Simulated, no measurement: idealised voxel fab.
Process module heading - voxel released beams
Square cells of 5 nm make up the cross-section cut, whose width is 260 nm.
Cross-sections here: square-cell grids, written as top-down lists of bands, a band being one or more rows of cells. Heights first: top, then bottom, in nm. Then materials, left to right, each with a width in nm. "throughout" on a single material: fills the band edge to edge. "blank": empty space. Zero point of the height axis is 0; under it, received wafer = one material. Lowest band: continues down indefinitely, "0 down". Quick explanation for "30->40": the width changes in equal steps down the rows of cells, from the first number in the band's top row to the second number in its bottom row. The designation "remained unchanged", where it is given for a processing step, indicates that no cell of the cross-section was altered in the course of that step. The label "Sealed void list" introduces a list of the empty spaces, 8 cells or larger, that have no open way up to the top; each entry in it reads width x height at distance, where the distance is taken from the left edge and all three are stated in nm. Step line, after settings: the simulator's comment on this step. overlay nm: where the mask lay relative to plan, measured to the right, on steps with a mask; negatives go left.
# The planned process steps are enumerated hereunder
| 1 | RECEIVE,material Si |
| 2 | CONFORMAL_DEP,material Al2O3,thk nm 5 |
| 3 | DIRECTIONAL_DEP,material SiO2,thk nm 10 |
| 4 | MASKED_ETCH,tone open,mask id ANCHOR,width nm 45,etch materials SiO2,depth nm 10,overlay nm 0 |
| 5 | CONFORMAL_DEP,material polySi,thk nm 15 |
| 6 | PATTERN,tone cover,mask id BEAM,material resist,width nm 120,thk nm 20,overlay nm 0 |
| 7 | DIRECTIONAL_ETCH,etch materials polySi,depth nm 15 |
| 8 | STRIP,etch materials resist |
| 9 | STRIP,etch materials SiO2 |
The plan's step 6 width nm is the first wafer's value; the wafers differ in this setting and start identical.
# Sectional view: first of several wafers, as received, after step 1
- 0 down: Si throughout
- Sealed void list: none
# Take any row and you have a wafer at the end of the module: how many cells of each material it has gained (+) or lost (-) since it was received, and then its closed voids
width nm 120, +52 Al2O3, +84 polySi, Sealed void list: none
width nm 125, +52 Al2O3, +87 polySi, Sealed void list: none
width nm 130, +52 Al2O3, +90 polySi, Sealed void list: none
width nm 135, +52 Al2O3, +93 polySi, Sealed void list: none
width nm 140, +52 Al2O3, +96 polySi, Sealed void list: none
width nm 145, +52 Al2O3, +99 polySi, Sealed void list: none
